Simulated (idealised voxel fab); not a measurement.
process module | voxel capacitor over wiring
cross-section cut | 300 nm wide | cells 5 nm
A cross-section is a grid of square cells, given in bands from the top down. A band is one or more rows of cells.
Each band's line starts with the height of the band's top and of its bottom, in nm. Then come its materials from left to right, each with its width in nm. One material with "throughout" fills the band from edge to edge. "air" is empty space.
Height 0 is the level under which the wafer as received is all one material. The lowest band goes on downwards, as in "0 down".
A width such as "30 to 40" changes by the same amount from each row of cells to the next, from the band's top row to its bottom row.
"no change" after a step means that no cell of the cross-section changed.
closed voids: empty space of 8 cells or more with no open way to the top, each as width x height at its distance from the left edge, in nm
after a step's settings: what the simulator itself notes on the step
overlay nm, on a step with a mask: how far to the right of its planned place the mask lay; to the left if negative
plan
1 op RECEIVE | material Si
2 op CONFORMAL_DEP | material SiO2 | thk nm 10
3 op CONFORMAL_DEP | material SiN | thk nm 5
4 op DIRECTIONAL_DEP | material SiO2 | thk nm 25
5 op DIRECTIONAL_DEP | material aC | thk nm 10
6 op PATTERN | tone open | mask id METAL_1 | material resist | width nm 30 | pitch nm 85 | thk nm 30 | overlay nm 0
7 op DIRECTIONAL_ETCH | etch materials aC | depth nm 10
8 op STRIP | etch materials resist
9 op DIRECTIONAL_ETCH | etch materials SiO2 | depth nm 25
10 op DIRECTIONAL_ETCH | etch materials SiN | depth nm 5
11 op STRIP | etch materials aC
12 op CONFORMAL_DEP | material TiN | thk nm 5
13 op FILL_DEP | material Cu | thk nm 10
14 op CMP | height nm 40
15 op CONFORMAL_DEP | material SiCN | thk nm 5
16 op DIRECTIONAL_DEP | material lowk | thk nm 20
17 op MASKED_ETCH | tone open | mask id PLUG_1 | width nm 15 | etch materials lowk | depth nm 20 | overlay nm 0
18 op MASKED_ETCH | tone open | mask id PLUG_1 | width nm 15 | etch materials SiCN | depth nm 5 | overlay nm 0
19 op EPI | material Ru | thk nm 10
20 op EPI | material Ru | thk nm 10
21 op EPI | material Ru | thk nm 5
22 op DIRECTIONAL_DEP | material TiN | thk nm 10
23 op DIRECTIONAL_DEP | material SiN | thk nm 5
24 op DIRECTIONAL_DEP | material TiN | thk nm 5
25 op MASKED_ETCH | tone cover | mask id UPPER_PLATE | width nm 60 | etch materials TiN | depth nm 5 | overlay nm 0
26 op MASKED_ETCH | tone cover | mask id UPPER_PLATE | width nm 60 | etch materials SiN | depth nm 5 | overlay nm 0
27 op PATTERN | tone cover | mask id LOWER_PLATE | material resist | width nm 70 | thk nm 15 | overlay nm 0
28 op DIRECTIONAL_ETCH | etch materials TiN | depth nm 10
29 op STRIP | etch materials resist
30 op FILL_DEP | material SiO2 | thk nm 15
31 op CMP | height nm 95
32 op MASKED_ETCH | tone open | mask id PLUG_2 | width nm 15 | etch materials SiO2 | depth nm 10 | overlay nm 0
33 op CONFORMAL_DEP | material TiN | thk nm 5
34 op FILL_DEP | material W | thk nm 5
35 op CMP | height nm 95
36 op CONFORMAL_DEP | material SiCN | thk nm 5
as received, after step 1
  0 down: Si throughout
  closed voids: none
a wafer at the end: this start, this plan, one mistake
  100 to 95: SiCN throughout
  95 to 90: SiO2 115 | TiN 5 | W 5 | TiN 5 | SiO2 170
  90 to 85: SiO2 115 | TiN 15 | SiO2 170
  85 to 80: SiO2 throughout
  80 to 75: SiO2 105 | SiN 60 | SiO2 135
  75 to 65: SiO2 100 | TiN 70 | SiO2 130
  65 to 45: lowk 105 | Ru 15 | lowk 180
  45 to 40: SiCN 105 | Ru 15 | SiCN 180
  40 to 15: SiO2 90 | TiN 5 | Cu 20 | TiN 5 | SiO2 55 | TiN 5 | Cu 20 | TiN 5 | SiO2 95
  15 to 10: SiN 90 | TiN 30 | SiN 55 | TiN 30 | SiN 95
  10 to 0: SiO2 throughout
  0 down: Si throughout
  closed voids: none
what went wrong: step 24 was left out
